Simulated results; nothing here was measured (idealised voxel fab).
The document below concerns the process module designated voxel transistor to metal.
The cross-section on display is named cut; it measures 300 nm wide, and its cells are 5 nm squares.
Cross-section, as written here: a square-cell grid given band by band from the top down, where a band holds one or more rows of cells. Band: top and bottom heights (nm) first, top before bottom; then materials from left to right, widths in nm. "throughout" marks a sole material filling the band edge to edge. "empty" denotes empty space. Beneath 0, the wafer as received is one material, and that level is where height counting begins. The lowest band goes on downward without a bottom; it is written like "z 0 and below". The two numbers in a width such as "30 to 40" mark its ends across the band: the first belongs to the top row of cells, the second to the bottom row, and from each row to the next the width moves by the same amount. Key: "nothing changed" - step with no changed cell in the cross-section. The entry titled "Listed closed voids" provides the empty spaces that have no open way to the top, restricted to those of 8 cells or more. Each is presented as width x height at distance, the distance being measured from the left edge, with all three in nm. Text after the settings on a step's line: the simulator's own remark on that step. overlay nm: mask right of planned place by this much (step with mask). Neg. = left.

These are the steps we planned for the process:
1. RECEIVE, material Si
2. CONFORMAL_DEP, material SiO2, thk nm 5
3. CONFORMAL_DEP, material SiN, thk nm 10
4. DIRECTIONAL_DEP, material aC, thk nm 15
5. PATTERN, tone cover, mask id ACTIVE, material resist, width nm 105, pitch nm 135, thk nm 30, overlay nm -15
6. DIRECTIONAL_ETCH, etch materials aC, depth nm 15
7. STRIP, etch materials resist
8. DIRECTIONAL_ETCH, etch materials SiN, depth nm 10
9. DIRECTIONAL_ETCH, etch materials SiO2, depth nm 5
10. DIRECTIONAL_ETCH, etch materials Si, depth nm 35
11. STRIP, etch materials aC
12. FILL_DEP, material SiO2, thk nm 15
13. CMP, height nm 15
14. SELECTIVE_ETCH, etch materials SiO2, depth nm 5
15. STRIP, etch materials SiN
16. SELECTIVE_ETCH, etch materials SiO2, depth nm 5
17. OXIDIZE, depth nm 5
18. DIRECTIONAL_DEP, material polySi, thk nm 20
19. DIRECTIONAL_DEP, material SiCN, thk nm 15
20. DIRECTIONAL_DEP, material aC, thk nm 15
21. PATTERN, tone cover, mask id GATE, material resist, width nm 25, pitch nm 135, thk nm 30, overlay nm 0
22. DIRECTIONAL_ETCH, etch materials aC, depth nm 15
23. STRIP, etch materials resist
24. DIRECTIONAL_ETCH, etch materials SiCN, depth nm 25
25. DIRECTIONAL_ETCH, etch materials polySi, depth nm 30
26. STRIP, etch materials aC
27. CONFORMAL_DEP, material SiO2, thk nm 5
28. DIRECTIONAL_ETCH, etch materials SiO2, depth nm 5
29. CONFORMAL_DEP, material SiN, thk nm 5
30. DIRECTIONAL_ETCH, etch materials SiN, depth nm 5
31. DIRECTIONAL_ETCH, etch materials SiO2, depth nm 5
32. DIRECTIONAL_ETCH, etch materials Si, depth nm 15
33. EPI, material nSi, thk nm 15
34. FILL_DEP, material SiO2, thk nm 10
35. CMP, height nm 35
36. DIRECTIONAL_DEP, material SiO2, thk nm 15
37. PATTERN, tone open, mask id CONTACT, material resist, width nm 20, thk nm 15, overlay nm 0
38. DIRECTIONAL_ETCH, etch materials SiO2, depth nm 40
39. STRIP, etch materials resist
40. CONFORMAL_DEP, material TiN, thk nm 5
41. FILL_DEP, material W, thk nm 5
42. CMP, height nm 50
43. CONFORMAL_DEP, material SiCN, thk nm 5
44. DIRECTIONAL_DEP, material SiO2, thk nm 25
45. PATTERN, tone open, mask id METAL_1, material resist, width nm 20, thk nm 15, overlay nm 0
46. DIRECTIONAL_ETCH, etch materials SiO2, depth nm 25
47. DIRECTIONAL_ETCH, etch materials SiCN, depth nm 5
48. STRIP, etch materials resist
49. CONFORMAL_DEP, material TiN, thk nm 5
50. FILL_DEP, material W, thk nm 10
51. CMP, height nm 80
52. CONFORMAL_DEP, material SiCN, thk nm 5
varied across the wafers: overlay nm of step 5. The plan shows the first wafer's value. All wafers start alike

As-received state after step 1, first of several wafers, cross-section:
* z 0 and below: Si throughout
* Listed closed voids: none

For your reference, the table is organized with a row per wafer; each row reflects the wafer at the end of the module, indicating for each material the cells gained (+) or lost (-) since receipt, and thereafter its closed voids:
overlay nm -15; -228 Si; +134 SiCN; +32 SiN; +706 SiO2; +128 TiN; +96 W; +112 nSi; +40 polySi; Listed closed voids: none
overlay nm -10; -228 Si; +134 SiCN; +32 SiN; +700 SiO2; +128 TiN; +96 W; +118 nSi; +40 polySi; Listed closed voids: none
overlay nm -5; -228 Si; +134 SiCN; +32 SiN; +694 SiO2; +128 TiN; +96 W; +124 nSi; +40 polySi; Listed closed voids: none
overlay nm 0; -228 Si; +134 SiCN; +32 SiN; +694 SiO2; +128 TiN; +96 W; +124 nSi; +40 polySi; Listed closed voids: none
overlay nm 5; -228 Si; +134 SiCN; +32 SiN; +694 SiO2; +128 TiN; +96 W; +124 nSi; +40 polySi; Listed closed voids: none
overlay nm 10; -228 Si; +134 SiCN; +32 SiN; +700 SiO2; +128 TiN; +96 W; +118 nSi; +40 polySi; Listed closed voids: none
overlay nm 15; -228 Si; +134 SiCN; +32 SiN; +706 SiO2; +128 TiN; +96 W; +112 nSi; +40 polySi; Listed closed voids: none
